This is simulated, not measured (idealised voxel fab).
The following process module bears the name voxel spacer lines.
In the cross-section labelled cut, the width is 235 nm and each square cell is 5 nm.
Cross-section = grid of square cells, listed top down in bands; band = one or more rows. Heights first: top, then bottom, in nm. Then materials, left to right, each with a width in nm. "full width" on a single material: fills the band edge to edge. "blank": empty space. Convention: height 0 is the level below which the wafer, as received, is all one material. The lowest band does not terminate at the bottom but continues downward, represented as "top 0, no bottom". Graded width ("30..40"): value in top row of band = first number; value in bottom row = second number; row-to-row change constant. No cell of the cross-section changed in a step that is given as "nothing was modified". The entry titled "Enclosed void entries" provides the empty spaces that have no open way to the top, restricted to those of 8 cells or more. Each is presented as width x height at distance, the distance being measured from the left edge, with all three in nm. The remark found on a step's line after its settings is issued by the simulator itself and pertains to that step. For masked steps, "overlay nm" on the step line gives how far right of plan the mask actually lay; a minus sign means it lay to the left.
## Planned process steps
1: RECEIVE | material Si
2: CONFORMAL_DEP | material Al2O3 | thk nm 5
3: DIRECTIONAL_DEP | material W | thk nm 10
4: DIRECTIONAL_DEP | material aC | thk nm 25
5: PATTERN | tone cover | mask id MANDREL | material resist | width nm 15 | pitch nm 60 | thk nm 35 | overlay nm 0
6: DIRECTIONAL_ETCH | etch materials aC | depth nm 25
7: STRIP | etch materials resist
8: CONFORMAL_DEP | material SiO2 | thk nm 15
9: DIRECTIONAL_ETCH | etch materials SiO2 | depth nm 15
10: STRIP | etch materials aC
11: DIRECTIONAL_ETCH | etch materials W | depth nm 10
12: STRIP | etch materials SiO2
13: FILL_DEP | material lowk | thk nm 10
14: CMP | height nm 15
## Cross-section of the incoming wafer, state after step 1
* top 0, no bottom  Si full width
* Enclosed void entries: none
## Result of the module, cross-sectioned: start per above, plan per above, one error in how it was run
* top 15, bottom 5  lowk=30 / W=15 / lowk=25 / W=15 / lowk=5 / W=15 / lowk=25 / W=15 / lowk=5 / W=15 / lowk=25 / W=15 / lowk=30
* top 5, bottom 0  Al2O3 full width
* top 0, no bottom  Si full width
* Enclosed void entries: none
Deviation noted in wafer processing: not per plan at step 5, really ran PATTERN | tone cover | mask id MANDREL | material resist | width nm 25 | pitch nm 60 | thk nm 35 | overlay nm 0
